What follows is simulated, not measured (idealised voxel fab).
process module | voxel trench capacitor
cross-section cut | 260 nm wide | cells 5 nm
A cross-section is a grid of square cells, given in bands from the top down. A band is one or more rows of cells.
Each band's line starts with the height of the band's top and of its bottom, in nm. Then come its materials from left to right, each with its width in nm. One material with "throughout" fills the band from edge to edge. "air" is empty space.
Height 0 is the level under which the wafer as received is all one material. The lowest band goes on downwards, as in "0 down".
A width such as "30 to 40" changes by the same amount from each row of cells to the next, from the band's top row to its bottom row.
"no change" after a step means that no cell of the cross-section changed.
closed voids: empty space of 8 cells or more with no open way to the top, each as width x height at its distance from the left edge, in nm
after a step's settings: what the simulator itself notes on the step
overlay nm, on a step with a mask: how far to the right of its planned place the mask lay; to the left if negative
plan
1 op RECEIVE | material Si
2 op CONFORMAL_DEP | material SiN | thk nm 5
3 op PATTERN | tone open | mask id TRENCH | material resist | width nm 15 | pitch nm 30 | thk nm 20 | overlay nm -15
4 op DIRECTIONAL_ETCH | etch materials SiN | depth nm 5
5 op DIRECTIONAL_ETCH | etch materials Si | depth nm 35
6 op STRIP | etch materials resist
7 op CONFORMAL_DEP | material SiO2 | thk nm 5
8 op FILL_DEP | material polySi | thk nm 5
9 op CMP | height nm 5
varied across the wafers: overlay nm of step 3. The plan shows the first wafer's value. All wafers start alike
first wafer as received, after step 1
  0 down: Si throughout
  closed voids: none
first wafer at the end, after step 9
  5 to 0: SiN 75 | SiO2 5 | polySi 5 | SiO2 5 | SiN 15 | SiO2 5 | polySi 5 | SiO2 5 | SiN 15 | SiO2 5 | polySi 5 | SiO2 5 | SiN 110
  0 to -30: Si 75 | SiO2 5 | polySi 5 | SiO2 5 | Si 15 | SiO2 5 | polySi 5 | SiO2 5 | Si 15 | SiO2 5 | polySi 5 | SiO2 5 | Si 110
  -30 to -35: Si 75 | SiO2 15 | Si 15 | SiO2 15 | Si 15 | SiO2 15 | Si 110
  -35 down: Si throughout
  closed voids: none
last wafer at the end
  5 to 0: SiN 105 | SiO2 5 | polySi 5 | SiO2 5 | SiN 15 | SiO2 5 | polySi 5 | SiO2 5 | SiN 15 | SiO2 5 | polySi 5 | SiO2 5 | SiN 80
  0 to -30: Si 105 | SiO2 5 | polySi 5 | SiO2 5 | Si 15 | SiO2 5 | polySi 5 | SiO2 5 | Si 15 | SiO2 5 | polySi 5 | SiO2 5 | Si 80
  -30 to -35: Si 105 | SiO2 15 | Si 15 | SiO2 15 | Si 15 | SiO2 15 | Si 80
  -35 down: Si throughout
  closed voids: none
each wafer at the end: cells of each material gained (+) or lost (-) since it was received, then its closed voids
overlay nm -15 | -63 Si | +43 SiN | +51 SiO2 | +21 polySi | closed voids: none
overlay nm -10 | -63 Si | +43 SiN | +51 SiO2 | +21 polySi | closed voids: none
overlay nm -5 | -63 Si | +43 SiN | +51 SiO2 | +21 polySi | closed voids: none
overlay nm 0 | -63 Si | +43 SiN | +51 SiO2 | +21 polySi | closed voids: none
overlay nm 5 | -63 Si | +43 SiN | +51 SiO2 | +21 polySi | closed voids: none
overlay nm 10 | -63 Si | +43 SiN | +51 SiO2 | +21 polySi | closed voids: none
overlay nm 15 | -63 Si | +43 SiN | +51 SiO2 | +21 polySi | closed voids: none
